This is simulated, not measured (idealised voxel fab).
Presented below is a process module, voxel self aligned contacts.
Square cells of 5 nm make up the cross-section cut, whose width is 235 nm.
Cross-section = grid of square cells, listed top down in bands; band = one or more rows.
Quick guide to a band line: top height, bottom height (nm) up front; then every material left to right with its width in nm. Only one material and it's marked "full width"? Then it fills the band edge to edge. And "empty" just means empty space.
Heads up on the height convention: 0 is the point under which the incoming wafer is all one material, and the lowest band has no bottom, it just keeps going down, like "z 0 and below".
Think of "30..40" as a width that walks from the first number to the second as you go down the band, top row to bottom row, taking equal-sized steps from row to row.
"no alteration" (step): cross-section cells unchanged, all of them.
Trapped cavities: empty space of 8 cells or more with no open way to the top, each as width x height at its distance from the left edge, in nm
Step line, after settings: the simulator's comment on this step.
A step's line can hold "overlay nm"; with a mask on that step, the setting says how far right of the planned place the mask lay, while a negative setting says it lay to the left.

## Planned step list for the process
- 1: RECEIVE with material Si
- 2: OXIDIZE with depth nm 5
- 3: DIRECTIONAL_DEP with material polySi, thk nm 25
- 4: DIRECTIONAL_DEP with material SiN, thk nm 15
- 5: MASKED_ETCH with tone cover, mask id GATE, width nm 25, pitch nm 50, etch materials SiN, depth nm 15, overlay nm 0
- 6: MASKED_ETCH with tone cover, mask id GATE, width nm 25, pitch nm 50, etch materials polySi, depth nm 25, overlay nm 0
- 7: CONFORMAL_DEP with material SiN, thk nm 5
- 8: DIRECTIONAL_ETCH with etch materials SiN, depth nm 5
- 9: FILL_DEP with material SiO2, thk nm 20
- 10: CMP with height nm 50
- 11: PATTERN with tone open, mask id CONTACT, material resist, width nm 35, thk nm 15, overlay nm 0
- 12: DIRECTIONAL_ETCH with etch materials SiO2, depth nm 55
- 13: STRIP with etch materials resist
- 14: CONFORMAL_DEP with material TiN, thk nm 5
- 15: FILL_DEP with material W, thk nm 5
- 16: CMP with height nm 50
- 17: CONFORMAL_DEP with material SiCN, thk nm 5

## On the first of the two wafers: run conducted according to plan

## Incoming wafer, cross-sectional view, post step 1
> z 0 and below | Si full width
> Trapped cavities: none

## So this is the wafer cross-section right after step 2
> z 0 to -5 | SiO2 full width
> Heights below -5 show no change.

## So this is the wafer cross-section right after step 3
> z 25 to 0 | polySi full width
> Heights below 0 show no change.

## So this is the wafer cross-section right after step 4
> z 40 to 25 | SiN full width
> Heights below 25 show no change.

## So this is the wafer cross-section right after step 5
> z 40 to 25 | 80 empty, then 25 SiN, then 25 empty, then 25 SiN, then 80 empty
> Heights below 25 show no change.

## So this is the wafer cross-section right after step 6
> z 40 to 25 | 80 empty, then 25 SiN, then 25 empty, then 25 SiN, then 80 empty
> z 25 to 0 | 80 empty, then 25 polySi, then 25 empty, then 25 polySi, then 80 empty
> Heights below 0 show no change.

## So this is the wafer cross-section right after step 7
> z 45 to 25 | 75 empty, then 35 SiN, then 15 empty, then 35 SiN, then 75 empty
> z 25 to 5 | 75 empty, then 5 SiN, then 25 polySi, then 5 SiN, then 15 empty, then 5 SiN, then 25 polySi, then 5 SiN, then 75 empty
> z 5 to 0 | 80 SiN, then 25 polySi, then 25 SiN, then 25 polySi, then 80 SiN
> Heights below 0 show no change.

## So this is the wafer cross-section right after step 8
> z 40 to 25 | 75 empty, then 35 SiN, then 15 empty, then 35 SiN, then 75 empty
> z 25 to 0 | 75 empty, then 5 SiN, then 25 polySi, then 5 SiN, then 15 empty, then 5 SiN, then 25 polySi, then 5 SiN, then 75 empty
> Heights below 0 show no change.

## So this is the wafer cross-section right after step 9
> z 60 to 40 | SiO2 full width
> z 40 to 25 | 75 SiO2, then 35 SiN, then 15 SiO2, then 35 SiN, then 75 SiO2
> z 25 to 0 | 75 SiO2, then 5 SiN, then 25 polySi, then 5 SiN, then 15 SiO2, then 5 SiN, then 25 polySi, then 5 SiN, then 75 SiO2
> Heights below 0 show no change.

## So this is the wafer cross-section right after step 10
> z 50 to 40 | SiO2 full width
> Heights below 40 show no change.

## So this is the wafer cross-section right after step 11
> z 65 to 50 | 100 resist, then 35 empty, then 100 resist
> Heights below 50 show no change.

## So this is the wafer cross-section right after step 12
> z 65 to 50 | 100 resist, then 35 empty, then 100 resist
> z 50 to 40 | 100 SiO2, then 35 empty, then 100 SiO2
> z 40 to 25 | 75 SiO2, then 35 SiN, then 15 empty, then 35 SiN, then 75 SiO2
> z 25 to 0 | 75 SiO2, then 5 SiN, then 25 polySi, then 5 SiN, then 15 empty, then 5 SiN, then 25 polySi, then 5 SiN, then 75 SiO2
> z 0 to -5 | 110 SiO2, then 15 empty, then 110 SiO2
> Heights below -5 show no change.

## So this is the wafer cross-section right after step 13
> z 50 to 40 | 100 SiO2, then 35 empty, then 100 SiO2
> Heights below 40 show no change.

## So this is the wafer cross-section right after step 14
> z 55 to 50 | 105 TiN, then 25 empty, then 105 TiN
> z 50 to 40 | 100 SiO2, then 5..15 TiN, then 25..5 empty, then 5..15 TiN, then 100 SiO2
> z 40 to 25 | 75 SiO2, then 35 SiN, then 5 TiN, then 5 empty, then 5 TiN, then 35 SiN, then 75 SiO2
> z 25 to 0 | 75 SiO2, then 5 SiN, then 25 polySi, then 5 SiN, then 5 TiN, then 5 empty, then 5 TiN, then 5 SiN, then 25 polySi, then 5 SiN, then 75 SiO2
> z 0 to -5 | 110 SiO2, then 15 TiN, then 110 SiO2
> Heights below -5 show no change.

## So this is the wafer cross-section right after step 15
> z 60 to 55 | W full width
> z 55 to 50 | 105 TiN, then 25 W, then 105 TiN
> z 50 to 40 | 100 SiO2, then 5..15 TiN, then 25..5 W, then 5..15 TiN, then 100 SiO2
> z 40 to 25 | 75 SiO2, then 35 SiN, then 5 TiN, then 5 W, then 5 TiN, then 35 SiN, then 75 SiO2
> z 25 to 0 | 75 SiO2, then 5 SiN, then 25 polySi, then 5 SiN, then 5 TiN, then 5 W, then 5 TiN, then 5 SiN, then 25 polySi, then 5 SiN, then 75 SiO2
> Heights below 0 show no change.

## So this is the wafer cross-section right after step 16
> z 50 to 40 | 100 SiO2, then 5..15 TiN, then 25..5 W, then 5..15 TiN, then 100 SiO2
> Heights below 40 show no change.

## So this is the wafer cross-section right after step 17
> z 55 to 50 | SiCN full width
> Heights below 50 show no change.

## The remaining wafer, second of the two, started like the first and was run to the same plan, except that one mistake was made along the way; the two coincide through step 2, inclusive

## Cross-sectional representation of the second wafer at the time designated in the plan for the completion of step 3
> z 35 to 0 | polySi full width
> Heights below 0 show no change.

## Cross-sectional representation of the second wafer at the time designated in the plan for the completion of step 4
> z 50 to 35 | SiN full width
> Heights below 35 show no change.

## Cross-sectional representation of the second wafer at the time designated in the plan for the completion of step 5
> z 50 to 35 | 80 empty, then 25 SiN, then 25 empty, then 25 SiN, then 80 empty
> Heights below 35 show no change.

## Cross-sectional representation of the second wafer at the time designated in the plan for the completion of step 6
> z 50 to 35 | 80 empty, then 25 SiN, then 25 empty, then 25 SiN, then 80 empty
> z 35 to 10 | 80 empty, then 25 polySi, then 25 empty, then 25 polySi, then 80 empty
> Heights below 10 show no change.

## Cross-sectional representation of the second wafer at the time designated in the plan for the completion of step 7
> z 55 to 35 | 75 empty, then 35 SiN, then 15 empty, then 35 SiN, then 75 empty
> z 35 to 15 | 75 empty, then 5 SiN, then 25 polySi, then 5 SiN, then 15 empty, then 5 SiN, then 25 polySi, then 5 SiN, then 75 empty
> z 15 to 10 | 80 SiN, then 25 polySi, then 25 SiN, then 25 polySi, then 80 SiN
> Heights below 10 show no change.

## Cross-sectional representation of the second wafer at the time designated in the plan for the completion of step 8
> z 50 to 35 | 75 empty, then 35 SiN, then 15 empty, then 35 SiN, then 75 empty
> z 35 to 10 | 75 empty, then 5 SiN, then 25 polySi, then 5 SiN, then 15 empty, then 5 SiN, then 25 polySi, then 5 SiN, then 75 empty
> Heights below 10 show no change.

## Cross-sectional representation of the second wafer at the time designated in the plan for the completion of step 9
> z 70 to 50 | SiO2 full width
> z 50 to 35 | 75 SiO2, then 35 SiN, then 15 SiO2, then 35 SiN, then 75 SiO2
> z 35 to 10 | 75 SiO2, then 5 SiN, then 25 polySi, then 5 SiN, then 15 SiO2, then 5 SiN, then 25 polySi, then 5 SiN, then 75 SiO2
> Heights below 10 show no change.

## Cross-sectional representation of the second wafer at the time designated in the plan for the completion of step 10
> z 50 to 35 | 75 SiO2, then 35 SiN, then 15 SiO2, then 35 SiN, then 75 SiO2
> Heights below 35 show no change.

## Cross-sectional representation of the second wafer at the time designated in the plan for the completion of step 11
> z 65 to 50 | 100 resist, then 35 empty, then 100 resist
> Heights below 50 show no change.

## Cross-sectional representation of the second wafer at the time designated in the plan for the completion of step 12
> z 65 to 50 | 100 resist, then 35 empty, then 100 resist
> z 50 to 35 | 75 SiO2, then 35 SiN, then 15 empty, then 35 SiN, then 75 SiO2
> z 35 to 10 | 75 SiO2, then 5 SiN, then 25 polySi, then 5 SiN, then 15 empty, then 5 SiN, then 25 polySi, then 5 SiN, then 75 SiO2
> Heights below 10 show no change.

## Cross-sectional representation of the second wafer at the time designated in the plan for the completion of step 13
> z 50 to 35 | 75 SiO2, then 35 SiN, then 15 empty, then 35 SiN, then 75 SiO2
> Heights below 35 show no change.

## Cross-sectional representation of the second wafer at the time designated in the plan for the completion of step 14
> z 55 to 50 | 115 TiN, then 5 empty, then 115 TiN
> z 50 to 35 | 75 SiO2, then 35 SiN, then 5 TiN, then 5 empty, then 5 TiN, then 35 SiN, then 75 SiO2
> z 35 to 15 | 75 SiO2, then 5 SiN, then 25 polySi, then 5 SiN, then 5 TiN, then 5 empty, then 5 TiN, then 5 SiN, then 25 polySi, then 5 SiN, then 75 SiO2
> z 15 to 10 | 75 SiO2, then 5 SiN, then 25 polySi, then 5 SiN, then 15 TiN, then 5 SiN, then 25 polySi, then 5 SiN, then 75 SiO2
> Heights below 10 show no change.

## Cross-sectional representation of the second wafer at the time designated in the plan for the completion of step 15
> z 60 to 55 | W full width
> z 55 to 50 | 115 TiN, then 5 W, then 115 TiN
> z 50 to 35 | 75 SiO2, then 35 SiN, then 5 TiN, then 5 W, then 5 TiN, then 35 SiN, then 75 SiO2
> z 35 to 15 | 75 SiO2, then 5 SiN, then 25 polySi, then 5 SiN, then 5 TiN, then 5 W, then 5 TiN, then 5 SiN, then 25 polySi, then 5 SiN, then 75 SiO2
> Heights below 15 show no change.

## Cross-sectional representation of the second wafer at the time designated in the plan for the completion of step 16
> z 50 to 35 | 75 SiO2, then 35 SiN, then 5 TiN, then 5 W, then 5 TiN, then 35 SiN, then 75 SiO2
> Heights below 35 show no change.

## Cross-sectional representation of the second wafer at the time designated in the plan for the completion of step 17
> z 55 to 50 | SiCN full width
> Heights below 50 show no change.
Against the plan, the run slipped here: step 3 went in with a setting other than planned; the actual run was DIRECTIONAL_DEP with material polySi, thk nm 35
Final difference in cells, second wafer against first, listed per material as more or fewer: SiO2: 77 fewer; TiN: 10 fewer; W: 7 fewer; polySi: 94 more
